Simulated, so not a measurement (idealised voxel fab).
The process module that follows is named voxel local oxidation.
This is section cut - it's 280 nm across, gridded in 5 nm square cells.
Reading order for cross-sections: top band down to bottom band. Underlying form: a grid of square cells. Band size: one or more rows of cells.
Per band: top height and bottom height in nm, followed by the left-to-right materials and their widths in nm; "edge to edge" marks a single material spanning edge to edge, "blank" marks empty space.
Ref level 0: as-received wafer is one material below here. Bottom band extends down with no lower bound ("top 0, no bottom").
With a width like "30 to 40", each row of cells in the band differs from the next by the same amount, the top row carrying the first number and the bottom row the second.
Key: "no alterations made" - step with no changed cell in the cross-section.
"Voids, fully enclosed" - sealed voids, min. 8 cells, no opening to top; format: width x height at distance (distance from left edge; nm throughout).
Read whatever lies past the settings on a step's line as the simulator's own remark about the step.
A step line may carry the setting "overlay nm", which, for steps involving a mask, states the distance by which the mask lay to the right of its intended position; negative values denote displacement to the left.
Planned process steps:
1 op RECEIVE | material Si
2 op CONFORMAL_DEP | material SiO2 | thk nm 5
3 op CONFORMAL_DEP | material SiN | thk nm 15
4 op DIRECTIONAL_DEP | material aC | thk nm 15
5 op PATTERN | tone cover | mask id ACTIVE | material resist | width nm 125 | thk nm 30 | overlay nm 0
6 op DIRECTIONAL_ETCH | etch materials aC | depth nm 15
7 op STRIP | etch materials resist
8 op DIRECTIONAL_ETCH | etch materials SiN | depth nm 15
9 op STRIP | etch materials aC
10 op SELECTIVE_ETCH | etch materials SiO2 | depth nm 5
11 op OXIDIZE | depth nm 15
12 op STRIP | etch materials SiN
First wafer, two in total, run as planned:
So this is the incoming wafer in cross-section - it's already been through step 1:
* top 0, no bottom: Si edge to edge
* Voids, fully enclosed: none
Cross-section: wafer state after step 2:
* top 5, bottom 0: SiO2 edge to edge
* Note: structure below 0 unchanged.
Cross-section: wafer state after step 3:
* top 20, bottom 5: SiN edge to edge
* Note: structure below 5 unchanged.
Cross-section: wafer state after step 4:
* top 35, bottom 20: aC edge to edge
* Note: structure below 20 unchanged.
Cross-section: wafer state after step 5:
* top 65, bottom 35: blank 75 nm | resist 125 nm | blank 80 nm
* Note: structure below 35 unchanged.
Cross-section: wafer state after step 6:
* top 50, bottom 35: blank 75 nm | resist 125 nm | blank 80 nm
* top 35, bottom 20: blank 75 nm | aC 125 nm | blank 80 nm
* Note: structure below 20 unchanged.
Cross-section: wafer state after step 7:
* top 35, bottom 20: blank 75 nm | aC 125 nm | blank 80 nm
* Note: structure below 20 unchanged.
Cross-section: wafer state after step 8:
* top 35, bottom 20: blank 75 nm | aC 125 nm | blank 80 nm
* top 20, bottom 5: blank 75 nm | SiN 125 nm | blank 80 nm
* Note: structure below 5 unchanged.
Cross-section: wafer state after step 9:
* top 20, bottom 5: blank 75 nm | SiN 125 nm | blank 80 nm
* Note: structure below 5 unchanged.
Cross-section: wafer state after step 10:
* top 20, bottom 5: blank 75 nm | SiN 125 nm | blank 80 nm
* top 5, bottom 0: blank 80 nm | SiO2 115 nm | blank 85 nm
* Note: structure below 0 unchanged.
Cross-section: wafer state after step 11:
* top 20, bottom 5: blank 75 nm | SiN 125 nm | blank 80 nm
* top 5, bottom 0: blank 80 nm | SiO2 115 nm | blank 85 nm
* top 0, bottom -15: SiO2 95 nm | Si 85 nm | SiO2 100 nm
* Note: structure below -15 unchanged.
Cross-section: wafer state after step 12:
* top 5, bottom 0: blank 80 nm | SiO2 115 nm | blank 85 nm
* Note: structure below 0 unchanged.
Companion wafer, the second of two: same beginning, same intended sequence, one mistake in carrying it out; through step 10 inclusive it tracks the first exactly:
Cross-section of the second wafer when, according to plan, step 11 should have finished:
* top 20, bottom 5: blank 75 nm | SiN 125 nm | blank 80 nm
* top 5, bottom 0: blank 80 nm | SiO2 115 nm | blank 85 nm
* top 0, bottom -15: SiO2 95 nm | Si 85 nm | SiO2 100 nm
* Note: structure below -15 unchanged.
Cross-section of the second wafer when, according to plan, step 12 should have finished:
* top 5, bottom 0: blank 80 nm | SiO2 115 nm | blank 85 nm
* Note: structure below 0 unchanged.
The mistake made against the process plan was this: twice, step 11 of the plan was run
Since the two wafers finish with cross-sections that are the same, nothing this model computes is changed by the mistake.
